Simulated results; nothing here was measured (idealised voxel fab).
Name of the process module below: voxel self aligned vias
The figure presents cross-section cut, which has a width of 295 nm and is divided into square cells with an edge length of 5 nm.
Cross-section format: a grid of square cells, given as bands from top to bottom; each band is one or more rows of cells. Each band's line starts with the height of the band's top and of its bottom, in nm. Then come its materials from left to right, each with its width in nm. One material with "everywhere" fills the band from edge to edge. "blank" is empty space. A quick word on heights: they are counted from 0, and under that level the wafer as it came to us is one material throughout. The lowest band is different from the rest in having no bottom; it simply continues downward, written as in "z 0 and below". A width given as "30 to 40" starts at the first number in the band's top row and ends at the second number in its bottom row, shifting by an equal amount at every step from row to row. "no modifications" after a step means that no cell of the cross-section changed. Entry "Enclosed void entries". Content: empty spaces with no open connection to the top, size 8 cells or greater. Each: width x height at distance. Distance: from left edge. Unit: nm. On a step's line, text after the settings is the simulator commenting on that step. overlay nm: right-of-plan distance of the mask on a masked step; negative values mean left-of-plan.
plan
1. RECEIVE (material Si)
2. CONFORMAL_DEP (material SiO2; thk nm 15)
3. CONFORMAL_DEP (material SiCN; thk nm 5)
4. DIRECTIONAL_DEP (material SiO2; thk nm 20)
5. PATTERN (tone open; mask id LINES; material resist; width nm 30; pitch nm 65; thk nm 20; overlay nm 0)
6. DIRECTIONAL_ETCH (etch materials SiO2; depth nm 20)
7. STRIP (etch materials resist)
8. CONFORMAL_DEP (material TiN; thk nm 5)
9. FILL_DEP (material Ru; thk nm 10)
10. CMP (height nm 40)
11. SELECTIVE_ETCH (etch materials W Ru TiN; depth nm 10)
12. FILL_DEP (material SiN; thk nm 10)
13. CMP (height nm 40)
14. DIRECTIONAL_DEP (material SiO2; thk nm 15)
15. MASKED_ETCH (tone open; mask id VIAS; width nm 50; etch materials SiO2; depth nm 15; overlay nm -15)
16. MASKED_ETCH (tone open; mask id VIAS; width nm 50; etch materials SiN; depth nm 10; overlay nm 0)
17. CONFORMAL_DEP (material TiN; thk nm 5)
18. FILL_DEP (material Ru; thk nm 5)
19. CMP (height nm 55)
20. CONFORMAL_DEP (material SiCN; thk nm 5)
All wafers enter the flow in the same state. The overlay nm at step 15 differs from wafer to wafer, and the plan gives the value for the first wafer.
Cross-section of the first of several wafers on receipt, reflecting completion of step 1
    z 0 and below: Si everywhere
    Enclosed void entries: none
The first of several wafers, seen in cross-section after the module's last step, step 20
    z 60 to 55: SiCN everywhere
    z 55 to 45: SiO2: 75, then TiN: 5, then Ru: 40, then TiN: 5, then SiO2: 170
    z 45 to 40: SiO2: 75, then TiN: 30, then Ru: 15, then TiN: 5, then SiO2: 170
    z 40 to 35: SiO2: 100, then TiN: 5, then Ru: 15, then TiN: 5, then SiN: 5, then SiO2: 35, then SiN: 30, then SiO2: 100
    z 35 to 30: SiO2: 100, then TiN: 25, then SiN: 5, then SiO2: 35, then SiN: 30, then SiO2: 100
    z 30 to 25: SiO2: 100, then TiN: 5, then Ru: 20, then TiN: 5, then SiO2: 35, then TiN: 5, then Ru: 20, then TiN: 5, then SiO2: 100
    z 25 to 20: SiO2: 100, then TiN: 30, then SiO2: 35, then TiN: 30, then SiO2: 100
    z 20 to 15: SiCN everywhere
    z 15 to 0: SiO2 everywhere
    z 0 and below: Si everywhere
    Enclosed void entries: none
Cross-section, module end, final of several wafers
    z 60 to 55: SiCN everywhere
    z 55 to 45: SiO2: 105, then TiN: 5, then Ru: 40, then TiN: 5, then SiO2: 140
    z 45 to 40: SiO2: 105, then TiN: 5, then Ru: 15, then TiN: 30, then SiO2: 140
    z 40 to 35: SiO2: 100, then SiN: 5, then TiN: 5, then Ru: 15, then TiN: 5, then SiO2: 35, then SiN: 30, then SiO2: 100
    z 35 to 30: SiO2: 100, then SiN: 5, then TiN: 25, then SiO2: 35, then SiN: 30, then SiO2: 100
    z 30 to 25: SiO2: 100, then TiN: 5, then Ru: 20, then TiN: 5, then SiO2: 35, then TiN: 5, then Ru: 20, then TiN: 5, then SiO2: 100
    z 25 to 20: SiO2: 100, then TiN: 30, then SiO2: 35, then TiN: 30, then SiO2: 100
    z 20 to 15: SiCN everywhere
    z 15 to 0: SiO2 everywhere
    z 0 and below: Si everywhere
    Enclosed void entries: none
Per wafer (row), end of module: delta in cells per material since receipt, (+) for gained, (-) for lost; closed voids after that
overlay nm -15; +30 Ru; +118 SiCN; +14 SiN; +512 SiO2; +34 TiN; Enclosed void entries: none
overlay nm -10; +32 Ru; +118 SiCN; +12 SiN; +512 SiO2; +34 TiN; Enclosed void entries: none
overlay nm -5; +32 Ru; +118 SiCN; +12 SiN; +512 SiO2; +34 TiN; Enclosed void entries: none
overlay nm 0; +32 Ru; +118 SiCN; +12 SiN; +512 SiO2; +34 TiN; Enclosed void entries: none
overlay nm 5; +32 Ru; +118 SiCN; +12 SiN; +512 SiO2; +34 TiN; Enclosed void entries: none
overlay nm 10; +32 Ru; +118 SiCN; +12 SiN; +512 SiO2; +34 TiN; Enclosed void entries: none
overlay nm 15; +30 Ru; +118 SiCN; +14 SiN; +512 SiO2; +34 TiN; Enclosed void entries: none
